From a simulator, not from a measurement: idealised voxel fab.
The name of this process module is voxel released beams.
Xsec cut, 270 nm wide, square cell size 5 nm.
Reading order for cross-sections: top band down to bottom band. Underlying form: a grid of square cells. Band size: one or more rows of cells.
The band entry comprises the height of the band's top followed by the height of its bottom, expressed in nm, and subsequently the band's materials from left to right, each stated together with its width in nm. Where a single material is marked with the word "all across", that material fills the band from edge to edge. The word "blank" represents empty space.
For the purposes of this specification, 0 denotes the height below which the wafer in its as-received condition is composed wholly of one material, and the lowermost band, lacking a lower limit, extends downward without end, as expressed in "from 0 down".
Per-row width for "30 to 40": begins at first number (top row of band), ends at second number (bottom row), increment between rows held constant.
The cross-section has no changed cell in any step marked "remained unchanged".
You'll see "Enclosed voids" listing empty spaces that have no way open to the top, as long as they're 8 cells or more; the notation is width x height at distance, where the distance is from the left edge, and all of it is in nm.
Whatever follows a step's settings on its line is a remark the simulator itself makes about that step.
overlay nm: mask right of planned place by this much (step with mask). Neg. = left.

Planned process steps
1. op RECEIVE | material Si
2. op CONFORMAL_DEP | material SiN | thk nm 5
3. op DIRECTIONAL_DEP | material SiO2 | thk nm 10
4. op MASKED_ETCH | tone open | mask id ANCHOR | width nm 35 | etch materials SiO2 | depth nm 10 | overlay nm 0
5. op CONFORMAL_DEP | material polySi | thk nm 10
6. op DIRECTIONAL_DEP | material aC | thk nm 15
7. op PATTERN | tone cover | mask id BEAM | material resist | width nm 90 | thk nm 30 | overlay nm 0
8. op DIRECTIONAL_ETCH | etch materials aC | depth nm 15
9. op STRIP | etch materials resist
10. op DIRECTIONAL_ETCH | etch materials polySi | depth nm 10
11. op STRIP | etch materials aC
12. op STRIP | etch materials SiO2
The wafers in this document start out alike and differ in the width nm applied at step 7; the plan shows the value used for the first wafer.

Cut through the first of several wafers as received, post step 1
	from 0 down = Si all across
	Enclosed voids: none

Cross-section after step 12, the final step of the module, for the first of several wafers
	from 25 to 15 = blank (85), polySi (10), blank (15), polySi (65), blank (95)
	from 15 to 5 = blank (85), polySi (35), blank (150)
	from 5 to 0 = SiN all across
	from 0 down = Si all across
	Enclosed voids: none

Wafer cross-section (last wafer, module end)
	from 25 to 15 = blank (75), polySi (20), blank (15), polySi (80), blank (80)
	from 15 to 5 = blank (85), polySi (35), blank (150)
	from 5 to 0 = SiN all across
	from 0 down = Si all across
	Enclosed voids: none

Row per wafer, end-of-module: cell gain (+)/loss (-) by material since the wafer came in, then closed voids
width nm 90 | +54 SiN | +44 polySi | Enclosed voids: none
width nm 95 | +54 SiN | +46 polySi | Enclosed voids: none
width nm 100 | +54 SiN | +48 polySi | Enclosed voids: none
width nm 105 | +54 SiN | +50 polySi | Enclosed voids: none
width nm 110 | +54 SiN | +52 polySi | Enclosed voids: none
width nm 115 | +54 SiN | +54 polySi | Enclosed voids: none
